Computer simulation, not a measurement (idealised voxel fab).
process module | voxel released beams
cross-section cut | 295 nm wide | cells 5 nm
A cross-section is a grid of square cells, given in bands from the top down. A band is one or more rows of cells.
Each band's line starts with the height of the band's top and of its bottom, in nm. Then come its materials from left to right, each with its width in nm. One material with "throughout" fills the band from edge to edge. "air" is empty space.
Height 0 is the level under which the wafer as received is all one material. The lowest band goes on downwards, as in "0 down".
A width such as "30 to 40" changes by the same amount from each row of cells to the next, from the band's top row to its bottom row.
"no change" after a step means that no cell of the cross-section changed.
closed voids: empty space of 8 cells or more with no open way to the top, each as width x height at its distance from the left edge, in nm
after a step's settings: what the simulator itself notes on the step
overlay nm, on a step with a mask: how far to the right of its planned place the mask lay; to the left if negative
plan
1 op RECEIVE | material Si
2 op CONFORMAL_DEP | material Al2O3 | thk nm 5
3 op DIRECTIONAL_DEP | material SiO2 | thk nm 20
4 op MASKED_ETCH | tone open | mask id ANCHOR | width nm 35 | etch materials SiO2 | depth nm 20 | overlay nm 0
5 op CONFORMAL_DEP | material SiN | thk nm 10
6 op DIRECTIONAL_DEP | material aC | thk nm 15
7 op PATTERN | tone cover | mask id BEAM | material resist | width nm 110 | thk nm 30 | overlay nm 0
8 op DIRECTIONAL_ETCH | etch materials aC | depth nm 15
9 op STRIP | etch materials resist
10 op DIRECTIONAL_ETCH | etch materials SiN | depth nm 10
11 op STRIP | etch materials aC
12 op STRIP | etch materials SiO2
first wafer, as planned
as received, after step 1
  0 down: Si throughout
  closed voids: none
after step 2
  5 to 0: Al2O3 throughout
  below 0: unchanged
after step 3
  25 to 5: SiO2 throughout
  below 5: unchanged
after step 4
  25 to 5: SiO2 95 | air 35 | SiO2 165
  below 5: unchanged
after step 5
  35 to 25: SiN 105 | air 15 | SiN 175
  25 to 15: SiO2 95 | SiN 10 | air 15 | SiN 10 | SiO2 165
  15 to 5: SiO2 95 | SiN 35 | SiO2 165
  below 5: unchanged
after step 6
  50 to 35: aC 105 | air 15 | aC 175
  35 to 30: SiN 105 | air 15 | SiN 175
  30 to 25: SiN 105 | aC 15 | SiN 175
  25 to 15: SiO2 95 | SiN 10 | aC 15 | SiN 10 | SiO2 165
  below 15: unchanged
after step 7
  80 to 50: air 90 | resist 110 | air 95
  50 to 35: aC 105 | resist 15 | aC 175
  35 to 30: SiN 105 | resist 15 | SiN 175
  below 30: unchanged
after step 8
  65 to 50: air 90 | resist 110 | air 95
  50 to 35: air 90 | aC 15 | resist 15 | aC 80 | air 95
  below 35: unchanged
after step 9
  50 to 35: air 90 | aC 15 | air 15 | aC 80 | air 95
  35 to 30: SiN 105 | air 15 | SiN 175
  below 30: unchanged
after step 10
  50 to 35: air 90 | aC 15 | air 15 | aC 80 | air 95
  35 to 30: air 90 | SiN 15 | air 15 | SiN 80 | air 95
  30 to 25: air 90 | SiN 15 | aC 15 | SiN 80 | air 95
  below 25: unchanged
after step 11
  35 to 25: air 90 | SiN 15 | air 15 | SiN 80 | air 95
  25 to 15: SiO2 95 | SiN 10 | air 15 | SiN 10 | SiO2 165
  below 15: unchanged
after step 12
  35 to 25: air 90 | SiN 15 | air 15 | SiN 80 | air 95
  25 to 15: air 95 | SiN 10 | air 15 | SiN 10 | air 165
  15 to 5: air 95 | SiN 35 | air 165
  below 5: unchanged
second wafer: like start, like plan, one mistake. Through step 6 it matches the first wafer
when step 7 should have ended
  80 to 50: air 80 | resist 110 | air 105
  50 to 35: aC 105 | resist 15 | aC 175
  35 to 30: SiN 105 | resist 15 | SiN 175
  below 30: unchanged
when step 8 should have ended
  65 to 50: air 80 | resist 110 | air 105
  50 to 35: air 80 | aC 25 | resist 15 | aC 70 | air 105
  below 35: unchanged
when step 9 should have ended
  50 to 35: air 80 | aC 25 | air 15 | aC 70 | air 105
  35 to 30: SiN 105 | air 15 | SiN 175
  below 30: unchanged
when step 10 should have ended
  50 to 35: air 80 | aC 25 | air 15 | aC 70 | air 105
  35 to 30: air 80 | SiN 25 | air 15 | SiN 70 | air 105
  30 to 25: air 80 | SiN 25 | aC 15 | SiN 70 | air 105
  below 25: unchanged
when step 11 should have ended
  35 to 25: air 80 | SiN 25 | air 15 | SiN 70 | air 105
  25 to 15: SiO2 95 | SiN 10 | air 15 | SiN 10 | SiO2 165
  below 15: unchanged
when step 12 should have ended
  35 to 25: air 80 | SiN 25 | air 15 | SiN 70 | air 105
  25 to 15: air 95 | SiN 10 | air 15 | SiN 10 | air 165
  15 to 5: air 95 | SiN 35 | air 165
  below 5: unchanged
what went wrong: step 7 ran as: op PATTERN | tone cover | mask id BEAM | material resist | width nm 110 | thk nm 30 | overlay nm -10
at the end the second wafer has, in cells: as many of each material as the first, in other places
